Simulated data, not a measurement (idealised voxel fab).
Herein follows the process module entitled voxel plated lines.
Square cell edge 5 nm, section width 180 nm, ID cut.
Cross-section format: a grid of square cells, given as bands from top to bottom; each band is one or more rows of cells.
It is stipulated that each band's entry specify, in nanometres, the height of the top of the band and then that of its bottom, followed by the materials of the band in left-to-right sequence, each together with its width in nanometres. A single material marked by the word "edge to edge" is understood to fill the band from edge to edge; the word "blank" is understood to denote empty space.
Height is counted from the level 0, under which the received wafer is composed throughout of one material. The lowest of the bands is not closed at the bottom but continues downward, in the notation "0 down".
Per-row width for "30..40": begins at first number (top row of band), ends at second number (bottom row), increment between rows held constant.
Step note "remains unaltered" = no cross-section cell changed.
Listed in "Fully enclosed voids": every empty space of 8 or more cells without an open way to the top. Form: width x height at distance, the distance being from the left edge, all in nm.
Read whatever lies past the settings on a step's line as the simulator's own remark about the step.
Regarding "overlay nm": on a step with a mask, it is the distance the mask lay to the right of its planned place; a negative value places it to the left.
The process steps that were planned are listed below:
1. RECEIVE with material Si
2. CONFORMAL_DEP with material SiO2, thk nm 15
3. DIRECTIONAL_DEP with material TiN, thk nm 5
4. PATTERN with tone open, mask id LINES, material resist, width nm 15, pitch nm 30, thk nm 20, overlay nm 0
5. EPI with material Ru, thk nm 5
6. STRIP with etch materials resist
7. DIRECTIONAL_ETCH with etch materials TiN, depth nm 5
8. CONFORMAL_DEP with material SiO2, thk nm 5
Cross-section of the incoming wafer, state after step 1:
    0 down | Si edge to edge
    Fully enclosed voids: none
Run as planned - first of the two wafers cross-sectioned at the end of the module:
    30 to 25 | blank: 60  SiO2: 25  blank: 5  SiO2: 25  blank: 65
    25 to 20 | blank: 60  SiO2: 5  Ru: 15  SiO2: 5  blank: 5  SiO2: 5  Ru: 15  SiO2: 5  blank: 65
    20 to 15 | SiO2: 65  TiN: 15  SiO2: 15  TiN: 15  SiO2: 70
    15 to 0 | SiO2 edge to edge
    0 down | Si edge to edge
    Fully enclosed voids: none
Second wafer through the module, sectioned at the end: same beginning and same plan as the first wafer, with one mistake in carrying it out:
    45 to 40 | blank: 60  SiO2: 25  blank: 5  SiO2: 25  blank: 65
    40 to 35 | blank: 60  SiO2: 5  Ru: 15  SiO2: 5  blank: 5  SiO2: 5  Ru: 15  SiO2: 5  blank: 65
    35 to 30 | SiO2: 65  TiN: 15  SiO2: 15  TiN: 15  SiO2: 70
    30 to 0 | SiO2 edge to edge
    0 down | Si edge to edge
    Fully enclosed voids: none
In executing the process, a mistake was made relative to the plan: the plan's step 2 ran twice
The second wafer ends with more or fewer cells of some materials than the first, per final count: SiO2 +108
